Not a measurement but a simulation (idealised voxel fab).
Process module heading - voxel gate over fins
This is section cut - it's 290 nm across, gridded in 5 nm square cells.
We lay out every cross-section as a grid of square cells and spell it out in bands from the top down, where one band means one or more rows of cells.
This entry defines a band. It first specifies the height of the band's top and the height of its bottom in nm, and then specifies the band's materials from left to right, stating each material with its width in nm. The word "edge to edge" identifies a single material that fills the band from edge to edge, while the word "air" identifies empty space.
Counting heights begins at 0, where everything beneath is, in the wafer as received, one material. The lowest band has no bottom; it goes on downwards, as "0..down" shows.
Think of "30->40" as a width that walks from the first number to the second as you go down the band, top row to bottom row, taking equal-sized steps from row to row.
A step reported as "changes: none" is a step in which no cell of the cross-section changed.
Each empty space that has no open way to the top and spans at least 8 cells appears under "Completely enclosed voids" as width x height at distance, the distance counted from the left edge, all in nm.
On each step's line, the part that comes after the settings is the simulator's own comment on the step.
For masked steps, "overlay nm" on the step line gives how far right of plan the mask actually lay; a minus sign means it lay to the left.

Below is the list of planned process steps
step 1: RECEIVE: material Si
step 2: CONFORMAL_DEP: material SiN, thk nm 5
step 3: PATTERN: tone cover, mask id FINS, material resist, width nm 15, pitch nm 45, thk nm 15, overlay nm 0
step 4: DIRECTIONAL_ETCH: etch materials SiN, depth nm 5
step 5: DIRECTIONAL_ETCH: etch materials Si, depth nm 30
step 6: STRIP: etch materials resist
step 7: OXIDIZE: depth nm 5
step 8: FILL_DEP: material SiO2, thk nm 5
step 9: CMP: height nm 5
step 10: SELECTIVE_ETCH: etch materials SiO2, depth nm 15
step 11: STRIP: etch materials SiN
step 12: CONFORMAL_DEP: material HfO2, thk nm 5
step 13: CONFORMAL_DEP: material TiN, thk nm 5
step 14: FILL_DEP: material W, thk nm 15
step 15: CMP: height nm 20
step 16: CONFORMAL_DEP: material SiCN, thk nm 10

First of the two wafers, run per plan

Received-state cross-section, reflecting completion of step 1
* 0..down  Si edge to edge
* Completely enclosed voids: none

Once step 2 is through, the wafer looks like this in cross-section
* 5..0  SiN edge to edge
* Heights below 0 show no change.

Once step 3 is through, the wafer looks like this in cross-section
* 20..5  90 air | 15 resist | 30 air | 15 resist | 30 air | 15 resist | 95 air
* Heights below 5 show no change.

Once step 4 is through, the wafer looks like this in cross-section
* 20..5  90 air | 15 resist | 30 air | 15 resist | 30 air | 15 resist | 95 air
* 5..0  90 air | 15 SiN | 30 air | 15 SiN | 30 air | 15 SiN | 95 air
* Heights below 0 show no change.

Once step 5 is through, the wafer looks like this in cross-section
* 20..5  90 air | 15 resist | 30 air | 15 resist | 30 air | 15 resist | 95 air
* 5..0  90 air | 15 SiN | 30 air | 15 SiN | 30 air | 15 SiN | 95 air
* 0..-30  90 air | 15 Si | 30 air | 15 Si | 30 air | 15 Si | 95 air
* Heights below -30 show no change.

Once step 6 is through, the wafer looks like this in cross-section
* 5..0  90 air | 15 SiN | 30 air | 15 SiN | 30 air | 15 SiN | 95 air
* Heights below 0 show no change.

Once step 7 is through, the wafer looks like this in cross-section
* 5..0  90 air | 15 SiN | 30 air | 15 SiN | 30 air | 15 SiN | 95 air
* 0..-30  90 air | 5 SiO2 | 5 Si | 5 SiO2 | 30 air | 5 SiO2 | 5 Si | 5 SiO2 | 30 air | 5 SiO2 | 5 Si | 5 SiO2 | 95 air
* -30..-35  95 SiO2 | 5 Si | 40 SiO2 | 5 Si | 40 SiO2 | 5 Si | 100 SiO2
* Heights below -35 show no change.

Once step 8 is through, the wafer looks like this in cross-section
* 10..5  SiO2 edge to edge
* 5..0  90 SiO2 | 15 SiN | 30 SiO2 | 15 SiN | 30 SiO2 | 15 SiN | 95 SiO2
* 0..-35  95 SiO2 | 5 Si | 40 SiO2 | 5 Si | 40 SiO2 | 5 Si | 100 SiO2
* Heights below -35 show no change.

Once step 9 is through, the wafer looks like this in cross-section
* 5..0  90 SiO2 | 15 SiN | 30 SiO2 | 15 SiN | 30 SiO2 | 15 SiN | 95 SiO2
* Heights below 0 show no change.

Once step 10 is through, the wafer looks like this in cross-section
* 5..0  90 air | 15 SiN | 30 air | 15 SiN | 30 air | 15 SiN | 95 air
* 0..-10  95 air | 5 Si | 40 air | 5 Si | 40 air | 5 Si | 100 air
* Heights below -10 show no change.

Once step 11 is through, the wafer looks like this in cross-section
* 0..-10  95 air | 5 Si | 40 air | 5 Si | 40 air | 5 Si | 100 air
* Heights below -10 show no change.

Once step 12 is through, the wafer looks like this in cross-section
* 5..0  90 air | 15 HfO2 | 30 air | 15 HfO2 | 30 air | 15 HfO2 | 95 air
* 0..-5  90 air | 5 HfO2 | 5 Si | 5 HfO2 | 30 air | 5 HfO2 | 5 Si | 5 HfO2 | 30 air | 5 HfO2 | 5 Si | 5 HfO2 | 95 air
* -5..-10  95 HfO2 | 5 Si | 40 HfO2 | 5 Si | 40 HfO2 | 5 Si | 100 HfO2
* Heights below -10 show no change.

Once step 13 is through, the wafer looks like this in cross-section
* 10..5  85 air | 25 TiN | 20 air | 25 TiN | 20 air | 25 TiN | 90 air
* 5..0  85 air | 5 TiN | 15 HfO2 | 5 TiN | 20 air | 5 TiN | 15 HfO2 | 5 TiN | 20 air | 5 TiN | 15 HfO2 | 5 TiN | 90 air
* 0..-5  90 TiN | 5 HfO2 | 5 Si | 5 HfO2 | 30 TiN | 5 HfO2 | 5 Si | 5 HfO2 | 30 TiN | 5 HfO2 | 5 Si | 5 HfO2 | 95 TiN
* Heights below -5 show no change.

Once step 14 is through, the wafer looks like this in cross-section
* 25..10  W edge to edge
* 10..5  85 W | 25 TiN | 20 W | 25 TiN | 20 W | 25 TiN | 90 W
* 5..0  85 W | 5 TiN | 15 HfO2 | 5 TiN | 20 W | 5 TiN | 15 HfO2 | 5 TiN | 20 W | 5 TiN | 15 HfO2 | 5 TiN | 90 W
* Heights below 0 show no change.

Once step 15 is through, the wafer looks like this in cross-section
* 20..10  W edge to edge
* Heights below 10 show no change.

Once step 16 is through, the wafer looks like this in cross-section
* 30..20  SiCN edge to edge
* Heights below 20 show no change.

Wafer two. Same start, same plan, one slip in execution. Same as wafer one through step 4, inclusive

Second wafer, section view, time point: scheduled end of step 5
* 20..5  90 air | 15 resist | 30 air | 15 resist | 30 air | 15 resist | 95 air
* 5..0  90 air | 15 SiN | 30 air | 15 SiN | 30 air | 15 SiN | 95 air
* 0..-60  90 air | 15 Si | 30 air | 15 Si | 30 air | 15 Si | 95 air
* Heights below -60 show no change.

Second wafer, section view, time point: scheduled end of step 6
* 5..0  90 air | 15 SiN | 30 air | 15 SiN | 30 air | 15 SiN | 95 air
* Heights below 0 show no change.

Second wafer, section view, time point: scheduled end of step 7
* 5..0  90 air | 15 SiN | 30 air | 15 SiN | 30 air | 15 SiN | 95 air
* 0..-60  90 air | 5 SiO2 | 5 Si | 5 SiO2 | 30 air | 5 SiO2 | 5 Si | 5 SiO2 | 30 air | 5 SiO2 | 5 Si | 5 SiO2 | 95 air
* -60..-65  95 SiO2 | 5 Si | 40 SiO2 | 5 Si | 40 SiO2 | 5 Si | 100 SiO2
* Heights below -65 show no change.

Second wafer, section view, time point: scheduled end of step 8
* 10..5  SiO2 edge to edge
* 5..0  90 SiO2 | 15 SiN | 30 SiO2 | 15 SiN | 30 SiO2 | 15 SiN | 95 SiO2
* 0..-65  95 SiO2 | 5 Si | 40 SiO2 | 5 Si | 40 SiO2 | 5 Si | 100 SiO2
* Heights below -65 show no change.

Second wafer, section view, time point: scheduled end of step 9
* 5..0  90 SiO2 | 15 SiN | 30 SiO2 | 15 SiN | 30 SiO2 | 15 SiN | 95 SiO2
* Heights below 0 show no change.

Second wafer, section view, time point: scheduled end of step 10
* 5..0  90 air | 15 SiN | 30 air | 15 SiN | 30 air | 15 SiN | 95 air
* 0..-10  95 air | 5 Si | 40 air | 5 Si | 40 air | 5 Si | 100 air
* Heights below -10 show no change.

Second wafer, section view, time point: scheduled end of step 11
* 0..-10  95 air | 5 Si | 40 air | 5 Si | 40 air | 5 Si | 100 air
* Heights below -10 show no change.

Second wafer, section view, time point: scheduled end of step 12
* 5..0  90 air | 15 HfO2 | 30 air | 15 HfO2 | 30 air | 15 HfO2 | 95 air
* 0..-5  90 air | 5 HfO2 | 5 Si | 5 HfO2 | 30 air | 5 HfO2 | 5 Si | 5 HfO2 | 30 air | 5 HfO2 | 5 Si | 5 HfO2 | 95 air
* -5..-10  95 HfO2 | 5 Si | 40 HfO2 | 5 Si | 40 HfO2 | 5 Si | 100 HfO2
* Heights below -10 show no change.

Second wafer, section view, time point: scheduled end of step 13
* 10..5  85 air | 25 TiN | 20 air | 25 TiN | 20 air | 25 TiN | 90 air
* 5..0  85 air | 5 TiN | 15 HfO2 | 5 TiN | 20 air | 5 TiN | 15 HfO2 | 5 TiN | 20 air | 5 TiN | 15 HfO2 | 5 TiN | 90 air
* 0..-5  90 TiN | 5 HfO2 | 5 Si | 5 HfO2 | 30 TiN | 5 HfO2 | 5 Si | 5 HfO2 | 30 TiN | 5 HfO2 | 5 Si | 5 HfO2 | 95 TiN
* Heights below -5 show no change.

Second wafer, section view, time point: scheduled end of step 14
* 25..10  W edge to edge
* 10..5  85 W | 25 TiN | 20 W | 25 TiN | 20 W | 25 TiN | 90 W
* 5..0  85 W | 5 TiN | 15 HfO2 | 5 TiN | 20 W | 5 TiN | 15 HfO2 | 5 TiN | 20 W | 5 TiN | 15 HfO2 | 5 TiN | 90 W
* Heights below 0 show no change.

Second wafer, section view, time point: scheduled end of step 15
* 20..10  W edge to edge
* Heights below 10 show no change.

Second wafer, section view, time point: scheduled end of step 16
* 30..20  SiCN edge to edge
* Heights below 20 show no change.
what went wrong: plan step 5 was twice executed
End check, counted in cells, second wafer has more or fewer of these materials than the first: Si: 330 fewer | SiO2: 330 more
